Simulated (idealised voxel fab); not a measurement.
The following process module bears the name voxel fin reveal.
220 nm wide, 5 nm square cells: that's cross-section cut.
Square cells in a grid make up a cross-section in this document, and the grid is given as bands, listed from the top down, each one or more rows of cells. What a band's entry tells you: where the top is and where the bottom is, as heights in nm, and after that what lies inside, material by material from left to right, each with its width in nm. Empty space is written as the word "blank", and a single material marked with the word "full width" occupies the band from edge to edge. Counting heights begins at 0, where everything beneath is, in the wafer as received, one material. The lowest band has no bottom; it goes on downwards, as "0 nm and below" shows. Width: "30 to 40" (first number = top row, second number = bottom row, same change from row to row of cells). When a step is marked "no change occurred", none of the cells in the cross-section changed during that step. Empty spaces counting at least 8 cells and having no open way to the top are listed in "Closed-off voids". The notation width x height at distance is used for each, the distance being from the left edge and all three values in nm. after a step's settings: what the simulator itself notes on the step. "overlay nm" answers the question of how far to the right of plan the mask lay on a step that has a mask, and when it is negative the answer is to the left.
-- Below is the list of planned process steps
1) RECEIVE | material Si
2) CONFORMAL_DEP | material SiN | thk nm 10
3) MASKED_ETCH | tone cover | mask id FINS | width nm 15 | pitch nm 45 | etch materials SiN | depth nm 10 | overlay nm 0
4) MASKED_ETCH | tone cover | mask id FINS | width nm 15 | pitch nm 45 | etch materials Si | depth nm 35 | overlay nm 0
5) OXIDIZE | depth nm 5
6) FILL_DEP | material SiO2 | thk nm 10
7) CMP | height nm 10
8) SELECTIVE_ETCH | etch materials SiO2 | depth nm 35
9) STRIP | etch materials SiN
-- The cross-section here shows the wafer as received, i.e. in its state after step 1
- 0 nm and below = Si full width
- Closed-off voids: none
-- Looking at the first of two wafers in cross-section at end of module - ran to plan
- 0 nm to -25 nm = blank=85, then Si=5, then blank=40, then Si=5, then blank=85
- -25 nm to -40 nm = SiO2=85, then Si=5, then SiO2=40, then Si=5, then SiO2=85
- -40 nm and below = Si full width
- Closed-off voids: none
-- Cross-sectional image of the second wafer of the two following completion of the module. Starting state and process plan were the same as for the first wafer; one execution error occurred
- 0 nm to -25 nm = blank=85, then Si=5, then blank=40, then Si=5, then blank=85
- -25 nm to -35 nm = SiO2=45, then blank=40, then Si=5, then blank=40, then Si=5, then blank=40, then SiO2=45
- -35 nm to -40 nm = SiO2=85, then Si=5, then SiO2=40, then Si=5, then SiO2=85
- -40 nm and below = Si full width
- Closed-off voids: none
What was the processing mistake? mixed up steps 8 and 9 - ran each in the other's place
Final cells, second wafer relative to first, materials higher or lower: -48 SiO2
